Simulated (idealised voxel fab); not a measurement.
process module | voxel self aligned vias
cross-section cut | 225 nm wide | cells 5 nm
A cross-section is a grid of square cells, given in bands from the top down. A band is one or more rows of cells.
Each band's line starts with the height of the band's top and of its bottom, in nm. Then come its materials from left to right, each with its width in nm. One material with "throughout" fills the band from edge to edge. "air" is empty space.
Height 0 is the level under which the wafer as received is all one material. The lowest band goes on downwards, as in "0 down".
A width such as "30 to 40" changes by the same amount from each row of cells to the next, from the band's top row to its bottom row.
"no change" after a step means that no cell of the cross-section changed.
closed voids: empty space of 8 cells or more with no open way to the top, each as width x height at its distance from the left edge, in nm
after a step's settings: what the simulator itself notes on the step
overlay nm, on a step with a mask: how far to the right of its planned place the mask lay; to the left if negative
plan
1 op RECEIVE | material Si
2 op CONFORMAL_DEP | material SiO2 | thk nm 10
3 op CONFORMAL_DEP | material SiCN | thk nm 5
4 op DIRECTIONAL_DEP | material SiO2 | thk nm 20
5 op PATTERN | tone open | mask id LINES | material resist | width nm 30 | pitch nm 65 | thk nm 15 | overlay nm -15
6 op DIRECTIONAL_ETCH | etch materials SiO2 | depth nm 20
7 op STRIP | etch materials resist
8 op CONFORMAL_DEP | material TiN | thk nm 5
9 op FILL_DEP | material Ru | thk nm 10
10 op CMP | height nm 35
11 op SELECTIVE_ETCH | etch materials W Ru TiN | depth nm 5
12 op FILL_DEP | material SiN | thk nm 5
13 op CMP | height nm 35
14 op DIRECTIONAL_DEP | material SiO2 | thk nm 15
15 op PATTERN | tone open | mask id VIAS | material resist | width nm 40 | pitch nm 65 | thk nm 15 | overlay nm 0
16 op DIRECTIONAL_ETCH | etch materials SiO2 | depth nm 15
17 op DIRECTIONAL_ETCH | etch materials SiN | depth nm 5
18 op STRIP | etch materials resist
19 op CONFORMAL_DEP | material TiN | thk nm 5
20 op FILL_DEP | material Cu | thk nm 5
21 op CMP | height nm 50
22 op CONFORMAL_DEP | material SiCN | thk nm 5
varied across the wafers: overlay nm of step 5. The plan shows the first wafer's value. All wafers start alike
first wafer as received, after step 1
  0 down: Si throughout
  closed voids: none
first wafer at the end, after step 22
  55 to 50: SiCN throughout
  50 to 40: SiO2 25 | TiN 5 | Cu 30 | TiN 5 | SiO2 25 | TiN 5 | Cu 30 | TiN 5 | SiO2 25 | TiN 5 | Cu 30 | TiN 5 | SiO2 30
  40 to 35: SiO2 25 | TiN 5 | Cu 10 | TiN 25 | SiO2 25 | TiN 5 | Cu 10 | TiN 25 | SiO2 25 | TiN 5 | Cu 10 | TiN 25 | SiO2 30
  35 to 30: SiO2 15 | SiN 10 | TiN 20 | SiO2 35 | SiN 10 | TiN 20 | SiO2 35 | SiN 10 | TiN 20 | SiO2 50
  30 to 20: SiO2 15 | TiN 5 | Ru 20 | TiN 5 | SiO2 35 | TiN 5 | Ru 20 | TiN 5 | SiO2 35 | TiN 5 | Ru 20 | TiN 5 | SiO2 50
  20 to 15: SiO2 15 | TiN 30 | SiO2 35 | TiN 30 | SiO2 35 | TiN 30 | SiO2 50
  15 to 10: SiCN throughout
  10 to 0: SiO2 throughout
  0 down: Si throughout
  closed voids: none
last wafer at the end
  55 to 50: SiCN throughout
  50 to 40: SiO2 25 | TiN 5 | Cu 30 | TiN 5 | SiO2 25 | TiN 5 | Cu 30 | TiN 5 | SiO2 25 | TiN 5 | Cu 30 | TiN 5 | SiO2 30
  40 to 35: SiO2 25 | TiN 25 | Cu 10 | TiN 5 | SiO2 25 | TiN 25 | Cu 10 | TiN 5 | SiO2 25 | TiN 25 | Cu 10 | TiN 5 | SiO2 30
  35 to 30: SiO2 45 | TiN 20 | SiN 10 | SiO2 35 | TiN 20 | SiN 10 | SiO2 35 | TiN 20 | SiN 10 | SiO2 20
  30 to 20: SiO2 45 | TiN 5 | Ru 20 | TiN 5 | SiO2 35 | TiN 5 | Ru 20 | TiN 5 | SiO2 35 | TiN 5 | Ru 20 | TiN 5 | SiO2 20
  20 to 15: SiO2 45 | TiN 30 | SiO2 35 | TiN 30 | SiO2 35 | TiN 30 | SiO2 20
  15 to 10: SiCN throughout
  10 to 0: SiO2 throughout
  0 down: Si throughout
  closed voids: none
each wafer at the end: cells of each material gained (+) or lost (-) since it was received, then its closed voids
overlay nm -15 | +42 Cu | +24 Ru | +90 SiCN | +6 SiN | +261 SiO2 | +72 TiN | closed voids: none
overlay nm -10 | +45 Cu | +24 Ru | +90 SiCN | +3 SiN | +261 SiO2 | +72 TiN | closed voids: none
overlay nm -5 | +48 Cu | +24 Ru | +90 SiCN | +261 SiO2 | +72 TiN | closed voids: none
overlay nm 0 | +48 Cu | +24 Ru | +90 SiCN | +261 SiO2 | +72 TiN | closed voids: none
overlay nm 5 | +48 Cu | +24 Ru | +90 SiCN | +261 SiO2 | +72 TiN | closed voids: none
overlay nm 10 | +45 Cu | +24 Ru | +90 SiCN | +3 SiN | +261 SiO2 | +72 TiN | closed voids: none
overlay nm 15 | +42 Cu | +24 Ru | +90 SiCN | +6 SiN | +261 SiO2 | +72 TiN | closed voids: none
